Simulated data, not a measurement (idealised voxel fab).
Title: Process Module voxel released beams
Xsec cut, 290 nm wide, square cell size 5 nm.
A cross-section is a grid of square cells, given in bands from the top down. A band is one or more rows of cells. Band entry format. Leading values: height of top, height of bottom, nm. Remainder: materials in left-to-right order, each with its width in nm. Special words: "edge to edge" on a single material, which then fills the band edge to edge; "blank", empty space. Height is counted from the level 0, under which the received wafer is composed throughout of one material. The lowest of the bands is not closed at the bottom but continues downward, in the notation "from 0 down". So if you see something like "30..40" for the width, read it as the top row of the band sitting at the first number and the bottom row at the second, with every row in between moving by the same amount as the last. Reading "no alterations made" for a step: not a cell of the cross-section changed in it. Any empty space of 8 cells or more lacking an open way to the top shows up in "Enclosed internal voids" as width x height at distance, distance from the left edge, in nm. Anything after a step's settings on that line? It's the simulator's own note about the step. The optional step-line setting "overlay nm" applies to steps with a mask and quantifies how far to the right of its planned location the mask lay, a negative value indicating leftward placement.
[The process steps that were planned are listed below]
- 1: RECEIVE, material Si
- 2: CONFORMAL_DEP, material Al2O3, thk nm 5
- 3: DIRECTIONAL_DEP, material SiO2, thk nm 15
- 4: PATTERN, tone open, mask id ANCHOR, material resist, width nm 25, thk nm 15, overlay nm 0
- 5: DIRECTIONAL_ETCH, etch materials SiO2, depth nm 15
- 6: STRIP, etch materials resist
- 7: CONFORMAL_DEP, material polySi, thk nm 10
- 8: MASKED_ETCH, tone cover, mask id BEAM, width nm 95, etch materials polySi, depth nm 10, overlay nm 0
- 9: STRIP, etch materials SiO2
[Cross-section of the wafer as it came to us, i.e., already through step 1]
	from 0 down  Si edge to edge
	Enclosed internal voids: none
[First of two wafers, end-of-module section, run followed plan]
	from 30 to 20  blank 95 nm  polySi 15 nm  blank 5 nm  polySi 75 nm  blank 100 nm
	from 20 to 15  blank 100 nm  polySi 10 nm  blank 5 nm  polySi 10 nm  blank 165 nm
	from 15 to 5  blank 100 nm  polySi 25 nm  blank 165 nm
	from 5 to 0  Al2O3 edge to edge
	from 0 down  Si edge to edge
	Enclosed internal voids: none
[Cross-sectional image of the second wafer of the two following completion of the module. Starting state and process plan were the same as for the first wafer; one execution error occurred]
	from 30 to 20  blank 100 nm  polySi 10 nm  blank 5 nm  polySi 70 nm  blank 105 nm
	from 20 to 15  blank 100 nm  polySi 10 nm  blank 5 nm  polySi 10 nm  blank 165 nm
	from 15 to 5  blank 100 nm  polySi 25 nm  blank 165 nm
	from 5 to 0  Al2O3 edge to edge
	from 0 down  Si edge to edge
	Enclosed internal voids: none
Where did the run depart from the plan? step 8 went in with a setting other than planned; the actual run was MASKED_ETCH, tone cover, mask id BEAM, width nm 85, etch materials polySi, depth nm 10, overlay nm 0
In the final state, the cell counts of the second wafer exceed or fall short of those of the first for the following materials: 4 fewer of polySi
